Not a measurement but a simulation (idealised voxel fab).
voxel gate over fins: a process module
The cross-section shown here is cut; it is 260 nm wide and divided into square cells measuring 5 nm on a side.
Cross-section spec: square-cell grid; bands listed top down; each band is one or more rows.
Per band: top height and bottom height in nm, followed by the left-to-right materials and their widths in nm; "edge to edge" marks a single material spanning edge to edge, "empty" marks empty space.
Heights are expressed relative to 0, this being the level below which the as-received wafer comprises one material exclusively. The lowest band is unbounded in the downward direction and is denoted as in "0 and below".
The width entry "30 to 40" should be interpreted row by row: the top row of cells in the band takes the first number, the bottom row takes the second number, and the change between adjacent rows is uniform throughout.
"changes: none" for a step: no cell of the cross-section changed in that step.
Reported under the label "Internal closed voids" are the empty spaces having no open way to the top and comprising 8 cells or more; the notation for each is width x height at distance, in which the distance is measured from the left edge and all three values are in nm.
Past the settings on a step's line: simulator remark, on that step.
The setting "overlay nm" may be written on the line of a step. When the step uses a mask, the value reports how far to the right of the planned place the mask lay, and a negative value reports that it lay to the left.
Each of the pairs that make up the rest of this document says: here is the cross-section before one process step, here is the cross-section after it, drawn only down to the lowest band that changed, and here, under the pair, is the step lying between them with its settings. Different pairs may come from different runs of this module on the same starting wafer, so a pair continues from the pair above it only where its entry headed "Prior to step" says so.
### Prior to step
  0 and below = Si edge to edge
  Internal closed voids: none
### Step Outcome
  5 down to 0 = SiN edge to edge
  Below 0 it's all the same as before, nothing changed down there.
  Internal closed voids: none
The structure goes from the before cross-section above to the after cross-section through CONFORMAL_DEP | material SiN | thk nm 5
Prior to step: carried over from the after image of the pair right above.
### Step Outcome
  5 down to 0 = 45 of empty / 15 of SiN / 35 of empty / 15 of SiN / 35 of empty / 15 of SiN / 35 of empty / 15 of SiN / 50 of empty
  Below 0 it's all the same as before, nothing changed down there.
  Internal closed voids: none
The structure goes from the before cross-section above to the after cross-section through MASKED_ETCH | tone cover | mask id FINS | width nm 15 | pitch nm 50 | etch materials SiN | depth nm 5 | overlay nm 0
Prior to step: carried over from the after image of the pair right above.
### Step Outcome
  5 down to 0 = 45 of empty / 15 of SiN / 35 of empty / 15 of SiN / 35 of empty / 15 of SiN / 35 of empty / 15 of SiN / 50 of empty
  0 down to -35 = 45 of empty / 15 of Si / 35 of empty / 15 of Si / 35 of empty / 15 of Si / 35 of empty / 15 of Si / 50 of empty
  Below -35 it's all the same as before, nothing changed down there.
  Internal closed voids: none
The structure goes from the before cross-section above to the after cross-section through MASKED_ETCH | tone cover | mask id FINS | width nm 15 | pitch nm 50 | etch materials Si | depth nm 35 | overlay nm 0
Prior to step: carried over from the after image of the pair right above.
### Step Outcome
  5 down to 0 = 45 of empty / 15 of SiN / 35 of empty / 15 of SiN / 35 of empty / 15 of SiN / 35 of empty / 15 of SiN / 50 of empty
  0 down to -35 = 45 of empty / 5 of SiO2 / 5 of Si / 5 of SiO2 / 35 of empty / 5 of SiO2 / 5 of Si / 5 of SiO2 / 35 of empty / 5 of SiO2 / 5 of Si / 5 of SiO2 / 35 of empty / 5 of SiO2 / 5 of Si / 5 of SiO2 / 50 of empty
  -35 down to -40 = 50 of SiO2 / 5 of Si / 45 of SiO2 / 5 of Si / 45 of SiO2 / 5 of Si / 45 of SiO2 / 5 of Si / 55 of SiO2
  Below -40 it's all the same as before, nothing changed down there.
  Internal closed voids: none
The structure goes from the before cross-section above to the after cross-section through OXIDIZE | depth nm 5
Prior to step: carried over from the after image of the pair right above.
### Step Outcome
  20 down to 5 = SiO2 edge to edge
  5 down to 0 = 45 of SiO2 / 15 of SiN / 35 of SiO2 / 15 of SiN / 35 of SiO2 / 15 of SiN / 35 of SiO2 / 15 of SiN / 50 of SiO2
  0 down to -40 = 50 of SiO2 / 5 of Si / 45 of SiO2 / 5 of Si / 45 of SiO2 / 5 of Si / 45 of SiO2 / 5 of Si / 55 of SiO2
  Below -40 it's all the same as before, nothing changed down there.
  Internal closed voids: none
The structure goes from the before cross-section above to the after cross-section through FILL_DEP | material SiO2 | thk nm 15
Prior to step: carried over from the after image of the pair right above.
### Step Outcome
  5 down to 0 = 45 of SiO2 / 15 of SiN / 35 of SiO2 / 15 of SiN / 35 of SiO2 / 15 of SiN / 35 of SiO2 / 15 of SiN / 50 of SiO2
  Below 0 it's all the same as before, nothing changed down there.
  Internal closed voids: none
The structure goes from the before cross-section above to the after cross-section through CMP | height nm 5
Prior to step: carried over from the after image of the pair right above.
### Step Outcome
  5 down to 0 = 45 of SiO2 / 15 of SiN / 10 of SiO2 / 15 of empty / 10 of SiO2 / 15 of SiN / 35 of SiO2 / 15 of SiN / 35 of SiO2 / 15 of SiN / 50 of SiO2
  0 down to -30 = 50 of SiO2 / 5 of Si / 15 of SiO2 / 15 of empty / 15 of SiO2 / 5 of Si / 45 of SiO2 / 5 of Si / 45 of SiO2 / 5 of Si / 55 of SiO2
  Below -30 it's all the same as before, nothing changed down there.
  Internal closed voids: none
The structure goes from the before cross-section above to the after cross-section through MASKED_ETCH | tone open | mask id RAIL | width nm 15 | etch materials SiO2 | depth nm 35 | overlay nm 0
Prior to step: carried over from the after image of the pair right above.
### Step Outcome
  10 down to 5 = 75 of TiN / 5 of empty / 180 of TiN
  5 down to 0 = 45 of SiO2 / 15 of SiN / 10 of SiO2 / 5 of TiN / 5 of empty / 5 of TiN / 10 of SiO2 / 15 of SiN / 35 of SiO2 / 15 of SiN / 35 of SiO2 / 15 of SiN / 50 of SiO2
  0 down to -25 = 50 of SiO2 / 5 of Si / 15 of SiO2 / 5 of TiN / 5 of empty / 5 of TiN / 15 of SiO2 / 5 of Si / 45 of SiO2 / 5 of Si / 45 of SiO2 / 5 of Si / 55 of SiO2
  -25 down to -30 = 50 of SiO2 / 5 of Si / 15 of SiO2 / 15 of TiN / 15 of SiO2 / 5 of Si / 45 of SiO2 / 5 of Si / 45 of SiO2 / 5 of Si / 55 of SiO2
  Below -30 it's all the same as before, nothing changed down there.
  Internal closed voids: none
The structure goes from the before cross-section above to the after cross-section through CONFORMAL_DEP | material TiN | thk nm 5
Prior to step: carried over from the after image of the pair right above.
### Step Outcome
  15 down to 10 = Ru edge to edge
  10 down to 5 = 75 of TiN / 5 of Ru / 180 of TiN
  5 down to 0 = 45 of SiO2 / 15 of SiN / 10 of SiO2 / 5 of TiN / 5 of Ru / 5 of TiN / 10 of SiO2 / 15 of SiN / 35 of SiO2 / 15 of SiN / 35 of SiO2 / 15 of SiN / 50 of SiO2
  0 down to -25 = 50 of SiO2 / 5 of Si / 15 of SiO2 / 5 of TiN / 5 of Ru / 5 of TiN / 15 of SiO2 / 5 of Si / 45 of SiO2 / 5 of Si / 45 of SiO2 / 5 of Si / 55 of SiO2
  Below -25 it's all the same as before, nothing changed down there.
  Internal closed voids: none
The structure goes from the before cross-section above to the after cross-section through FILL_DEP | material Ru | thk nm 5
Prior to step: carried over from the after image of the pair right above.
### Step Outcome
  5 down to 0 = 45 of SiO2 / 15 of SiN / 10 of SiO2 / 5 of TiN / 5 of Ru / 5 of TiN / 10 of SiO2 / 15 of SiN / 35 of SiO2 / 15 of SiN / 35 of SiO2 / 15 of SiN / 50 of SiO2
  Below 0 it's all the same as before, nothing changed down there.
  Internal closed voids: none
The structure goes from the before cross-section above to the after cross-section through CMP | height nm 5
Prior to step: carried over from the after image of the pair right above.
### Step Outcome
  5 down to 0 = 45 of SiO2 / 15 of SiN / 10 of SiO2 / 15 of empty / 10 of SiO2 / 15 of SiN / 35 of SiO2 / 15 of SiN / 35 of SiO2 / 15 of SiN / 50 of SiO2
  0 down to -15 = 50 of SiO2 / 5 of Si / 15 of SiO2 / 15 of empty / 15 of SiO2 / 5 of Si / 45 of SiO2 / 5 of Si / 45 of SiO2 / 5 of Si / 55 of SiO2
  Below -15 it's all the same as before, nothing changed down there.
  Internal closed voids: none
The structure goes from the before cross-section above to the after cross-section through SELECTIVE_ETCH | etch materials W Ru TiN | depth nm 20
Prior to step: carried over from the after image of the pair right above.
### Step Outcome
  10 down to 5 = SiO2 edge to edge
  5 down to 0 = 45 of SiO2 / 15 of SiN / 35 of SiO2 / 15 of SiN / 35 of SiO2 / 15 of SiN / 35 of SiO2 / 15 of SiN / 50 of SiO2
  0 down to -15 = 50 of SiO2 / 5 of Si / 45 of SiO2 / 5 of Si / 45 of SiO2 / 5 of Si / 45 of SiO2 / 5 of Si / 55 of SiO2
  Below -15 it's all the same as before, nothing changed down there.
  Internal closed voids: none
The structure goes from the before cross-section above to the after cross-section through FILL_DEP | material SiO2 | thk nm 5
Prior to step: carried over from the after image of the pair right above.
### Step Outcome
  5 down to 0 = 45 of SiO2 / 15 of SiN / 35 of SiO2 / 15 of SiN / 35 of SiO2 / 15 of SiN / 35 of SiO2 / 15 of SiN / 50 of SiO2
  Below 0 it's all the same as before, nothing changed down there.
  Internal closed voids: none
The structure goes from the before cross-section above to the after cross-section through CMP | height nm 5
Prior to step: carried over from the after image of the pair right above.
### Step Outcome
  5 down to 0 = 45 of empty / 15 of SiN / 35 of empty / 15 of SiN / 35 of empty / 15 of SiN / 35 of empty / 15 of SiN / 50 of empty
  0 down to -10 = 50 of empty / 5 of Si / 45 of empty / 5 of Si / 45 of empty / 5 of Si / 45 of empty / 5 of Si / 55 of empty
  Below -10 it's all the same as before, nothing changed down there.
  Internal closed voids: none
The structure goes from the before cross-section above to the after cross-section through SELECTIVE_ETCH | etch materials SiO2 | depth nm 15
Prior to step: carried over from the after image of the pair right above.
### Step Outcome
  0 down to -10 = 50 of empty / 5 of Si / 45 of empty / 5 of Si / 45 of empty / 5 of Si / 45 of empty / 5 of Si / 55 of empty
  Below -10 it's all the same as before, nothing changed down there.
  Internal closed voids: none
The structure goes from the before cross-section above to the after cross-section through STRIP | etch materials SiN
Prior to step: carried over from the after image of the pair right above.
### Step Outcome
  5 down to 0 = 45 of empty / 15 of HfO2 / 35 of empty / 15 of HfO2 / 35 of empty / 15 of HfO2 / 35 of empty / 15 of HfO2 / 50 of empty
  0 down to -5 = 45 of empty / 5 of HfO2 / 5 of Si / 5 of HfO2 / 35 of empty / 5 of HfO2 / 5 of Si / 5 of HfO2 / 35 of empty / 5 of HfO2 / 5 of Si / 5 of HfO2 / 35 of empty / 5 of HfO2 / 5 of Si / 5 of HfO2 / 50 of empty
  -5 down to -10 = 50 of HfO2 / 5 of Si / 45 of HfO2 / 5 of Si / 45 of HfO2 / 5 of Si / 45 of HfO2 / 5 of Si / 55 of HfO2
  Below -10 it's all the same as before, nothing changed down there.
  Internal closed voids: none
The structure goes from the before cross-section above to the after cross-section through CONFORMAL_DEP | material HfO2 | thk nm 5
Prior to step: carried over from the after image of the pair right above.
### Step Outcome
  10 down to 5 = 40 of empty / 25 of TiN / 25 of empty / 25 of TiN / 25 of empty / 25 of TiN / 25 of empty / 25 of TiN / 45 of empty
  5 down to 0 = 40 of empty / 5 of TiN / 15 of HfO2 / 5 of TiN / 25 of empty / 5 of TiN / 15 of HfO2 / 5 of TiN / 25 of empty / 5 of TiN / 15 of HfO2 / 5 of TiN / 25 of empty / 5 of TiN / 15 of HfO2 / 5 of TiN / 45 of empty
  0 down to -5 = 45 of TiN / 5 of HfO2 / 5 of Si / 5 of HfO2 / 35 of TiN / 5 of HfO2 / 5 of Si / 5 of HfO2 / 35 of TiN / 5 of HfO2 / 5 of Si / 5 of HfO2 / 35 of TiN / 5 of HfO2 / 5 of Si / 5 of HfO2 / 50 of TiN
  Below -5 it's all the same as before, nothing changed down there.
  Internal closed voids: none
The structure goes from the before cross-section above to the after cross-section through CONFORMAL_DEP | material TiN | thk nm 5
Prior to step: carried over from the after image of the pair right above.
### Step Outcome
  15 down to 10 = 35 of empty / 35 of TiAl / 15 of empty / 35 of TiAl / 15 of empty / 35 of TiAl / 15 of empty / 35 of TiAl / 40 of empty
  10 down to 5 = 35 of empty / 5 of TiAl / 25 of TiN / 5 of TiAl / 15 of empty / 5 of TiAl / 25 of TiN / 5 of TiAl / 15 of empty / 5 of TiAl / 25 of TiN / 5 of TiAl / 15 of empty / 5 of TiAl / 25 of TiN / 5 of TiAl / 40 of empty
  5 down to 0 = 40 of TiAl / 5 of TiN / 15 of HfO2 / 5 of TiN / 25 of TiAl / 5 of TiN / 15 of HfO2 / 5 of TiN / 25 of TiAl / 5 of TiN / 15 of HfO2 / 5 of TiN / 25 of TiAl / 5 of TiN / 15 of HfO2 / 5 of TiN / 45 of TiAl
  Below 0 it's all the same as before, nothing changed down there.
  Internal closed voids: none
The structure goes from the before cross-section above to the after cross-section through CONFORMAL_DEP | material TiAl | thk nm 5
Prior to step: carried over from the after image of the pair right above.
### Step Outcome
  20 down to 15 = 30 of empty / 45 of TiN / 5 of empty / 45 of TiN / 5 of empty / 45 of TiN / 5 of empty / 45 of TiN / 35 of empty
  15 down to 10 = 30 of empty / 5 of TiN / 35 of TiAl / 5 of TiN / 5 of empty / 5 of TiN / 35 of TiAl / 5 of TiN / 5 of empty / 5 of TiN / 35 of TiAl / 5 of TiN / 5 of empty / 5 of TiN / 35 of TiAl / 5 of TiN / 35 of empty
  10 down to 5 = 35 of TiN / 5 of TiAl / 25 of TiN / 5 of TiAl / 15 of TiN / 5 of TiAl / 25 of TiN / 5 of TiAl / 15 of TiN / 5 of TiAl / 25 of TiN / 5 of TiAl / 15 of TiN / 5 of TiAl / 25 of TiN / 5 of TiAl / 40 of TiN
  Below 5 it's all the same as before, nothing changed down there.
  Internal closed voids: none
The structure goes from the before cross-section above to the after cross-section through CONFORMAL_DEP | material TiN | thk nm 5
Prior to step: carried over from the after image of the pair right above.
### Step Outcome
  30 down to 20 = W edge to edge
  20 down to 15 = 30 of W / 45 of TiN / 5 of W / 45 of TiN / 5 of W / 45 of TiN / 5 of W / 45 of TiN / 35 of W
  15 down to 10 = 30 of W / 5 of TiN / 35 of TiAl / 5 of TiN / 5 of W / 5 of TiN / 35 of TiAl / 5 of TiN / 5 of W / 5 of TiN / 35 of TiAl / 5 of TiN / 5 of W / 5 of TiN / 35 of TiAl / 5 of TiN / 35 of W
  Below 10 it's all the same as before, nothing changed down there.
  Internal closed voids: none
The structure goes from the before cross-section above to the after cross-section through FILL_DEP | material W | thk nm 10
Prior to step: carried over from the after image of the pair right above.
### Step Outcome
  25 down to 20 = W edge to edge
  Below 20 it's all the same as before, nothing changed down there.
  Internal closed voids: none
The structure goes from the before cross-section above to the after cross-section through CMP | height nm 25
Prior to step: carried over from the after image of the pair right above.
### Step Outcome
  30 down to 25 = SiCN edge to edge
  Below 25 it's all the same as before, nothing changed down there.
  Internal closed voids: none
The structure goes from the before cross-section above to the after cross-section through CONFORMAL_DEP | material SiCN | thk nm 5
### Prior to step
  5 down to 0 = 45 of empty / 15 of HfO2 / 35 of empty / 15 of HfO2 / 35 of empty / 15 of HfO2 / 35 of empty / 15 of HfO2 / 50 of empty
  0 down to -5 = 45 of empty / 5 of HfO2 / 5 of Si / 5 of HfO2 / 35 of empty / 5 of HfO2 / 5 of Si / 5 of HfO2 / 35 of empty / 5 of HfO2 / 5 of Si / 5 of HfO2 / 35 of empty / 5 of HfO2 / 5 of Si / 5 of HfO2 / 50 of empty
  -5 down to -10 = 50 of HfO2 / 5 of Si / 45 of HfO2 / 5 of Si / 45 of HfO2 / 5 of Si / 45 of HfO2 / 5 of Si / 55 of HfO2
  -10 down to -15 = 50 of SiO2 / 5 of Si / 45 of SiO2 / 5 of Si / 45 of SiO2 / 5 of Si / 45 of SiO2 / 5 of Si / 55 of SiO2
  -15 down to -25 = 50 of SiO2 / 5 of Si / 15 of SiO2 / 5 of TiN / 5 of Ru / 5 of TiN / 15 of SiO2 / 5 of Si / 45 of SiO2 / 5 of Si / 45 of SiO2 / 5 of Si / 55 of SiO2
  -25 down to -30 = 50 of SiO2 / 5 of Si / 15 of SiO2 / 15 of TiN / 15 of SiO2 / 5 of Si / 45 of SiO2 / 5 of Si / 45 of SiO2 / 5 of Si / 55 of SiO2
  -30 down to -40 = 50 of SiO2 / 5 of Si / 45 of SiO2 / 5 of Si / 45 of SiO2 / 5 of Si / 45 of SiO2 / 5 of Si / 55 of SiO2
  -40 and below = Si edge to edge
  Internal closed voids: none
### Step Outcome
  10 down to 5 = 40 of empty / 25 of TiAl / 25 of empty / 25 of TiAl / 25 of empty / 25 of TiAl / 25 of empty / 25 of TiAl / 45 of empty
  5 down to 0 = 40 of empty / 5 of TiAl / 15 of HfO2 / 5 of TiAl / 25 of empty / 5 of TiAl / 15 of HfO2 / 5 of TiAl / 25 of empty / 5 of TiAl / 15 of HfO2 / 5 of TiAl / 25 of empty / 5 of TiAl / 15 of HfO2 / 5 of TiAl / 45 of empty
  0 down to -5 = 45 of TiAl / 5 of HfO2 / 5 of Si / 5 of HfO2 / 35 of TiAl / 5 of HfO2 / 5 of Si / 5 of HfO2 / 35 of TiAl / 5 of HfO2 / 5 of Si / 5 of HfO2 / 35 of TiAl / 5 of HfO2 / 5 of Si / 5 of HfO2 / 50 of TiAl
  Below -5 it's all the same as before, nothing changed down there.
  Internal closed voids: none
The structure goes from the before cross-section above to the after cross-section through CONFORMAL_DEP | material TiAl | thk nm 5
Prior to step: carried over from the after image of the pair right above.
### Step Outcome
  15 down to 10 = 35 of empty / 35 of TiN / 15 of empty / 35 of TiN / 15 of empty / 35 of TiN / 15 of empty / 35 of TiN / 40 of empty
  10 down to 5 = 35 of empty / 5 of TiN / 25 of TiAl / 5 of TiN / 15 of empty / 5 of TiN / 25 of TiAl / 5 of TiN / 15 of empty / 5 of TiN / 25 of TiAl / 5 of TiN / 15 of empty / 5 of TiN / 25 of TiAl / 5 of TiN / 40 of empty
  5 down to 0 = 40 of TiN / 5 of TiAl / 15 of HfO2 / 5 of TiAl / 25 of TiN / 5 of TiAl / 15 of HfO2 / 5 of TiAl / 25 of TiN / 5 of TiAl / 15 of HfO2 / 5 of TiAl / 25 of TiN / 5 of TiAl / 15 of HfO2 / 5 of TiAl / 45 of TiN
  Below 0 it's all the same as before, nothing changed down there.
  Internal closed voids: none
The structure goes from the before cross-section above to the after cross-section through CONFORMAL_DEP | material TiN | thk nm 5
Prior to step: carried over from the after image of the pair right above.
### Step Outcome
  25 down to 15 = W edge to edge
  15 down to 10 = 35 of W / 35 of TiN / 15 of W / 35 of TiN / 15 of W / 35 of TiN / 15 of W / 35 of TiN / 40 of W
  10 down to 5 = 35 of W / 5 of TiN / 25 of TiAl / 5 of TiN / 15 of W / 5 of TiN / 25 of TiAl / 5 of TiN / 15 of W / 5 of TiN / 25 of TiAl / 5 of TiN / 15 of W / 5 of TiN / 25 of TiAl / 5 of TiN / 40 of W
  Below 5 it's all the same as before, nothing changed down there.
  Internal closed voids: none
The structure goes from the before cross-section above to the after cross-section through FILL_DEP | material W | thk nm 10
Prior to step: carried over from the after image of the pair right above.
### Step Outcome
  30 down to 25 = SiCN edge to edge
  Below 25 it's all the same as before, nothing changed down there.
  Internal closed voids: none
The structure goes from the before cross-section above to the after cross-section through CONFORMAL_DEP | material SiCN | thk nm 5
### Prior to step
  5 down to 0 = 45 of empty / 15 of SiN / 35 of empty / 15 of SiN / 35 of empty / 15 of SiN / 35 of empty / 15 of SiN / 50 of empty
  0 down to -10 = 50 of empty / 5 of Si / 45 of empty / 5 of Si / 45 of empty / 5 of Si / 45 of empty / 5 of Si / 55 of empty
  -10 down to -15 = 50 of SiO2 / 5 of Si / 45 of SiO2 / 5 of Si / 45 of SiO2 / 5 of Si / 45 of SiO2 / 5 of Si / 55 of SiO2
  -15 down to -25 = 50 of SiO2 / 5 of Si / 15 of SiO2 / 5 of TiN / 5 of Ru / 5 of TiN / 15 of SiO2 / 5 of Si / 45 of SiO2 / 5 of Si / 45 of SiO2 / 5 of Si / 55 of SiO2
  -25 down to -30 = 50 of SiO2 / 5 of Si / 15 of SiO2 / 15 of TiN / 15 of SiO2 / 5 of Si / 45 of SiO2 / 5 of Si / 45 of SiO2 / 5 of Si / 55 of SiO2
  -30 down to -40 = 50 of SiO2 / 5 of Si / 45 of SiO2 / 5 of Si / 45 of SiO2 / 5 of Si / 45 of SiO2 / 5 of Si / 55 of SiO2
  -40 and below = Si edge to edge
  Internal closed voids: none
### Step Outcome
  5 down to 0 = 45 of empty / 15 of SiN / 35 of empty / 15 of SiN / 35 of empty / 15 of SiN / 35 of empty / 15 of SiN / 50 of empty
  0 down to -15 = 50 of empty / 5 of Si / 45 of empty / 5 of Si / 45 of empty / 5 of Si / 45 of empty / 5 of Si / 55 of empty
  -15 down to -25 = 50 of empty / 5 of Si / 15 of empty / 5 of TiN / 5 of Ru / 5 of TiN / 15 of empty / 5 of Si / 45 of empty / 5 of Si / 45 of empty / 5 of Si / 55 of empty
  Below -25 it's all the same as before, nothing changed down there.
  Internal closed voids: none
The structure goes from the before cross-section above to the after cross-section through SELECTIVE_ETCH | etch materials SiO2 | depth nm 15
Prior to step: carried over from the after image of the pair right above.
### Step Outcome
  0 down to -15 = 50 of empty / 5 of Si / 45 of empty / 5 of Si / 45 of empty / 5 of Si / 45 of empty / 5 of Si / 55 of empty
  Below -15 it's all the same as before, nothing changed down there.
  Internal closed voids: none
The structure goes from the before cross-section above to the after cross-section through STRIP | etch materials SiN
Prior to step: carried over from the after image of the pair right above.
### Step Outcome
  5 down to 0 = 45 of empty / 15 of HfO2 / 35 of empty / 15 of HfO2 / 35 of empty / 15 of HfO2 / 35 of empty / 15 of HfO2 / 50 of empty
  0 down to -10 = 45 of empty / 5 of HfO2 / 5 of Si / 5 of HfO2 / 35 of empty / 5 of HfO2 / 5 of Si / 5 of HfO2 / 35 of empty / 5 of HfO2 / 5 of Si / 5 of HfO2 / 35 of empty / 5 of HfO2 / 5 of Si / 5 of HfO2 / 50 of empty
  -10 down to -15 = 45 of empty / 5 of HfO2 / 5 of Si / 5 of HfO2 / 5 of empty / 25 of HfO2 / 5 of empty / 5 of HfO2 / 5 of Si / 5 of HfO2 / 35 of empty / 5 of HfO2 / 5 of Si / 5 of HfO2 / 35 of empty / 5 of HfO2 / 5 of Si / 5 of HfO2 / 50 of empty
  -15 down to -20 = 45 of empty / 5 of HfO2 / 5 of Si / 5 of HfO2 / 5 of empty / 5 of HfO2 / 5 of TiN / 5 of Ru / 5 of TiN / 5 of HfO2 / 5 of empty / 5 of HfO2 / 5 of Si / 5 of HfO2 / 35 of empty / 5 of HfO2 / 5 of Si / 5 of HfO2 / 35 of empty / 5 of HfO2 / 5 of Si / 5 of HfO2 / 50 of empty
  -20 down to -25 = 50 of HfO2 / 5 of Si / 15 of HfO2 / 5 of TiN / 5 of Ru / 5 of TiN / 15 of HfO2 / 5 of Si / 45 of HfO2 / 5 of Si / 45 of HfO2 / 5 of Si / 55 of HfO2
  Below -25 it's all the same as before, nothing changed down there.
  Internal closed voids: none
The structure goes from the before cross-section above to the after cross-section through CONFORMAL_DEP | material HfO2 | thk nm 5
Prior to step: carried over from the after image of the pair right above.
### Step Outcome
  10 down to 5 = 40 of empty / 25 of TiN / 25 of empty / 25 of TiN / 25 of empty / 25 of TiN / 25 of empty / 25 of TiN / 45 of empty
  5 down to 0 = 40 of empty / 5 of TiN / 15 of HfO2 / 5 of TiN / 25 of empty / 5 of TiN / 15 of HfO2 / 5 of TiN / 25 of empty / 5 of TiN / 15 of HfO2 / 5 of TiN / 25 of empty / 5 of TiN / 15 of HfO2 / 5 of TiN / 45 of empty
  0 down to -5 = 40 of empty / 5 of TiN / 5 of HfO2 / 5 of Si / 5 of HfO2 / 5 of TiN / 25 of empty / 5 of TiN / 5 of HfO2 / 5 of Si / 5 of HfO2 / 5 of TiN / 25 of empty / 5 of TiN / 5 of HfO2 / 5 of Si / 5 of HfO2 / 5 of TiN / 25 of empty / 5 of TiN / 5 of HfO2 / 5 of Si / 5 of HfO2 / 5 of TiN / 45 of empty
  -5 down to -10 = 40 of empty / 5 of TiN / 5 of HfO2 / 5 of Si / 5 of HfO2 / 35 of TiN / 5 of HfO2 / 5 of Si / 5 of HfO2 / 5 of TiN / 25 of empty / 5 of TiN / 5 of HfO2 / 5 of Si / 5 of HfO2 / 5 of TiN / 25 of empty / 5 of TiN / 5 of HfO2 / 5 of Si / 5 of HfO2 / 5 of TiN / 45 of empty
  -10 down to -15 = 40 of empty / 5 of TiN / 5 of HfO2 / 5 of Si / 5 of HfO2 / 5 of TiN / 25 of HfO2 / 5 of TiN / 5 of HfO2 / 5 of Si / 5 of HfO2 / 5 of TiN / 25 of empty / 5 of TiN / 5 of HfO2 / 5 of Si / 5 of HfO2 / 5 of TiN / 25 of empty / 5 of TiN / 5 of HfO2 / 5 of Si / 5 of HfO2 / 5 of TiN / 45 of empty
  -15 down to -20 = 45 of TiN / 5 of HfO2 / 5 of Si / 5 of HfO2 / 5 of TiN / 5 of HfO2 / 5 of TiN / 5 of Ru / 5 of TiN / 5 of HfO2 / 5 of TiN / 5 of HfO2 / 5 of Si / 5 of HfO2 / 35 of TiN / 5 of HfO2 / 5 of Si / 5 of HfO2 / 35 of TiN / 5 of HfO2 / 5 of Si / 5 of HfO2 / 50 of TiN
  Below -20 it's all the same as before, nothing changed down there.
  Internal closed voids: none
The structure goes from the before cross-section above to the after cross-section through CONFORMAL_DEP | material TiN | thk nm 5
Prior to step: carried over from the after image of the pair right above.
### Step Outcome
  15 down to 10 = 35 of empty / 35 of TiAl / 15 of empty / 35 of TiAl / 15 of empty / 35 of TiAl / 15 of empty / 35 of TiAl / 40 of empty
  10 down to 5 = 35 of empty / 5 of TiAl / 25 of TiN / 5 of TiAl / 15 of empty / 5 of TiAl / 25 of TiN / 5 of TiAl / 15 of empty / 5 of TiAl / 25 of TiN / 5 of TiAl / 15 of empty / 5 of TiAl / 25 of TiN / 5 of TiAl / 40 of empty
  5 down to 0 = 35 of empty / 5 of TiAl / 5 of TiN / 15 of HfO2 / 5 of TiN / 5 of TiAl / 15 of empty / 5 of TiAl / 5 of TiN / 15 of HfO2 / 5 of TiN / 5 of TiAl / 15 of empty / 5 of TiAl / 5 of TiN / 15 of HfO2 / 5 of TiN / 5 of TiAl / 15 of empty / 5 of TiAl / 5 of TiN / 15 of HfO2 / 5 of TiN / 5 of TiAl / 40 of empty
  0 down to -5 = 35 of empty / 5 of TiAl / 5 of TiN / 5 of HfO2 / 5 of Si / 5 of HfO2 / 5 of TiN / 25 of TiAl / 5 of TiN / 5 of HfO2 / 5 of Si / 5 of HfO2 / 5 of TiN / 5 of TiAl / 15 of empty / 5 of TiAl / 5 of TiN / 5 of HfO2 / 5 of Si / 5 of HfO2 / 5 of TiN / 5 of TiAl / 15 of empty / 5 of TiAl / 5 of TiN / 5 of HfO2 / 5 of Si / 5 of HfO2 / 5 of TiN / 5 of TiAl / 40 of empty
  -5 down to -10 = 35 of empty / 5 of TiAl / 5 of TiN / 5 of HfO2 / 5 of Si / 5 of HfO2 / 35 of TiN / 5 of HfO2 / 5 of Si / 5 of HfO2 / 5 of TiN / 5 of TiAl / 15 of empty / 5 of TiAl / 5 of TiN / 5 of HfO2 / 5 of Si / 5 of HfO2 / 5 of TiN / 5 of TiAl / 15 of empty / 5 of TiAl / 5 of TiN / 5 of HfO2 / 5 of Si / 5 of HfO2 / 5 of TiN / 5 of TiAl / 40 of empty
  -10 down to -15 = 40 of TiAl / 5 of TiN / 5 of HfO2 / 5 of Si / 5 of HfO2 / 5 of TiN / 25 of HfO2 / 5 of TiN / 5 of HfO2 / 5 of Si / 5 of HfO2 / 5 of TiN / 25 of TiAl / 5 of TiN / 5 of HfO2 / 5 of Si / 5 of HfO2 / 5 of TiN / 25 of TiAl / 5 of TiN / 5 of HfO2 / 5 of Si / 5 of HfO2 / 5 of TiN / 45 of TiAl
  Below -15 it's all the same as before, nothing changed down there.
  Internal closed voids: none
The structure goes from the before cross-section above to the after cross-section through CONFORMAL_DEP | material TiAl | thk nm 5
